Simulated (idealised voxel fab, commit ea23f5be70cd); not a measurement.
process module | voxel transistor to metal
cross-section cut | 295 nm wide | cells 5 nm
A cross-section is a grid of square cells, given in bands from the top down. A band is one or more rows of cells.
Each band's line starts with the height of the band's top and of its bottom, in nm. Then come its materials from left to right, each with its width in nm. One material with "throughout" fills the band from edge to edge. "air" is empty space.
Height 0 is the level under which the wafer as received is all one material. The lowest band goes on downwards, as in "0 down".
A width such as "30 to 40" changes by the same amount from each row of cells to the next, from the band's top row to its bottom row.
"no change" after a step means that no cell of the cross-section changed.
closed voids: empty space of 8 cells or more with no open way to the top, each as width x height at its distance from the left edge, in nm
after a step's settings: what the simulator itself notes on the step
overlay nm, on a step with a mask: how far to the right of its planned place the mask lay; to the left if negative
plan
1 op RECEIVE | material Si
2 op CONFORMAL_DEP | material SiO2 | thk nm 5
3 op CONFORMAL_DEP | material SiN | thk nm 10
4 op MASKED_ETCH | tone cover | mask id ACTIVE | width nm 115 | pitch nm 145 | etch materials SiN | depth nm 10 | overlay nm 0
5 op MASKED_ETCH | tone cover | mask id ACTIVE | width nm 115 | pitch nm 145 | etch materials SiO2 | depth nm 5 | overlay nm 0
6 op MASKED_ETCH | tone cover | mask id ACTIVE | width nm 115 | pitch nm 145 | etch materials Si | depth nm 30 | overlay nm 0
7 op OXIDIZE | depth nm 5
8 op FILL_DEP | material SiO2 | thk nm 5
9 op CMP | height nm 15
10 op SELECTIVE_ETCH | etch materials SiO2 | depth nm 10
11 op STRIP | etch materials SiN
12 op SELECTIVE_ETCH | etch materials SiO2 | depth nm 5
13 op OXIDIZE | depth nm 5
14 op DIRECTIONAL_DEP | material polySi | thk nm 25
15 op DIRECTIONAL_DEP | material SiCN | thk nm 15
16 op PATTERN | tone cover | mask id GATE | material resist | width nm 35 | pitch nm 145 | thk nm 15 | overlay nm 0
17 op DIRECTIONAL_ETCH | etch materials SiCN | depth nm 25
18 op DIRECTIONAL_ETCH | etch materials polySi | depth nm 35
19 op STRIP | etch materials resist
20 op CONFORMAL_DEP | material SiO2 | thk nm 5
21 op DIRECTIONAL_ETCH | etch materials SiO2 | depth nm 5
22 op CONFORMAL_DEP | material SiN | thk nm 5
23 op DIRECTIONAL_ETCH | etch materials SiN | depth nm 5
24 op DIRECTIONAL_ETCH | etch materials SiO2 | depth nm 5
25 op EPI | material pSi | thk nm 5
26 op FILL_DEP | material SiO2 | thk nm 10
27 op CMP | height nm 25
28 op STRIP | etch materials polySi
29 op SELECTIVE_ETCH | etch materials SiO2 | depth nm 5
30 op CONFORMAL_DEP | material HfO2 | thk nm 5
31 op CONFORMAL_DEP | material TiN | thk nm 5
32 op FILL_DEP | material W | thk nm 10
33 op CMP | height nm 20
34 op DIRECTIONAL_DEP | material SiO2 | thk nm 15
35 op PATTERN | tone open | mask id CONTACT | material resist | width nm 15 | thk nm 15 | overlay nm 0
36 op DIRECTIONAL_ETCH | etch materials SiO2 | depth nm 35
37 op STRIP | etch materials resist
38 op CONFORMAL_DEP | material TiN | thk nm 5
39 op FILL_DEP | material W | thk nm 5
40 op CMP | height nm 35
41 op CONFORMAL_DEP | material SiN | thk nm 5
42 op DIRECTIONAL_DEP | material lowk | thk nm 15
43 op MASKED_ETCH | tone open | mask id METAL_1 | width nm 15 | etch materials lowk | depth nm 15 | overlay nm 0
44 op MASKED_ETCH | tone open | mask id METAL_1 | width nm 15 | etch materials SiN | depth nm 5 | overlay nm 0
45 op CONFORMAL_DEP | material TiN | thk nm 5
46 op FILL_DEP | material Ru | thk nm 5
47 op CMP | height nm 55
48 op EPI | material Ru | thk nm 5
49 op FILL_DEP | material SiCN | thk nm 5
50 op DIRECTIONAL_DEP | material SiO2 | thk nm 35
51 op MASKED_ETCH | tone open | mask id METAL_2 | width nm 15 | pitch nm 145 | etch materials SiO2 | depth nm 20 | overlay nm 0
52 op PATTERN | tone open | mask id METAL_2_HOLES | material resist | width nm 15 | pitch nm 145 | thk nm 15 | overlay nm 0
53 op DIRECTIONAL_ETCH | etch materials SiO2 | depth nm 15
54 op DIRECTIONAL_ETCH | etch materials SiCN | depth nm 5
55 op STRIP | etch materials resist
56 op CONFORMAL_DEP | material TiN | thk nm 5
57 op FILL_DEP | material Cu | thk nm 10
58 op CMP | height nm 100
59 op CONFORMAL_DEP | material SiCN | thk nm 5
as received, after step 1
  0 down: Si throughout
  closed voids: none
a wafer at the end: this start, this plan, one mistake
  105 to 100: SiCN throughout
  100 to 95: Cu 10 | TiN 15 | Cu 5 | TiN 15 | Cu 55 | TiN 35 | Cu 20 | TiN 15 | Cu 5 | TiN 15 | Cu 55 | TiN 35 | Cu 15
  95 to 90: TiN 15 | SiO2 5 | TiN 5 | Cu 5 | TiN 5 | SiO2 5 | TiN 65 | SiO2 25 | TiN 30 | SiO2 5 | TiN 5 | Cu 5 | TiN 5 | SiO2 5 | TiN 65 | SiO2 25 | TiN 20
  90 to 65: SiO2 20 | TiN 5 | Cu 5 | TiN 5 | SiO2 130 | TiN 5 | Cu 5 | TiN 5 | SiO2 115
  65 to 60: SiO2 20 | TiN 15 | SiO2 130 | TiN 15 | SiO2 115
  60 to 55: SiO2 15 | Ru 25 | SiO2 65 | Ru 25 | SiO2 30 | Ru 25 | SiO2 65 | Ru 25 | SiO2 20
  55 to 40: lowk 20 | TiN 5 | Ru 5 | TiN 5 | lowk 75 | TiN 5 | Ru 5 | TiN 5 | lowk 40 | TiN 5 | Ru 5 | TiN 5 | lowk 75 | TiN 5 | Ru 5 | TiN 5 | lowk 25
  40 to 35: SiN 20 | TiN 15 | SiN 75 | TiN 15 | SiN 40 | TiN 15 | SiN 75 | TiN 15 | SiN 25
  35 to 20: SiO2 20 | TiN 5 | W 5 | TiN 5 | SiO2 75 | TiN 5 | W 5 | TiN 5 | SiO2 40 | TiN 5 | W 5 | TiN 5 | SiO2 75 | TiN 5 | W 5 | TiN 5 | SiO2 25
  20 to 5: SiO2 20 | TiN 5 | W 5 | TiN 5 | SiO2 10 | SiN 5 | HfO2 5 | TiN 5 | W 25 | TiN 5 | HfO2 5 | SiN 5 | SiO2 10 | TiN 5 | W 5 | TiN 5 | SiO2 40 | TiN 5 | W 5 | TiN 5 | SiO2 10 | SiN 5 | HfO2 5 | TiN 5 | W 25 | TiN 5 | HfO2 5 | SiN 5 | SiO2 10 | TiN 5 | W 5 | TiN 5 | SiO2 25
  5 to 0: SiO2 20 | TiN 15 | SiO2 10 | SiN 5 | HfO2 5 | TiN 35 | HfO2 5 | SiN 5 | SiO2 10 | TiN 15 | SiO2 40 | TiN 15 | SiO2 10 | SiN 5 | HfO2 5 | TiN 35 | HfO2 5 | SiN 5 | SiO2 10 | TiN 15 | SiO2 25
  0 to -5: SiO2 15 | pSi 30 | SiO2 5 | HfO2 45 | SiO2 5 | pSi 30 | SiO2 30 | pSi 30 | SiO2 5 | HfO2 45 | SiO2 5 | pSi 30 | SiO2 20
  -5 to -35: SiO2 20 | Si 105 | SiO2 40 | Si 105 | SiO2 25
  -35 down: Si throughout
  closed voids: none
what went wrong: step 49 was left out
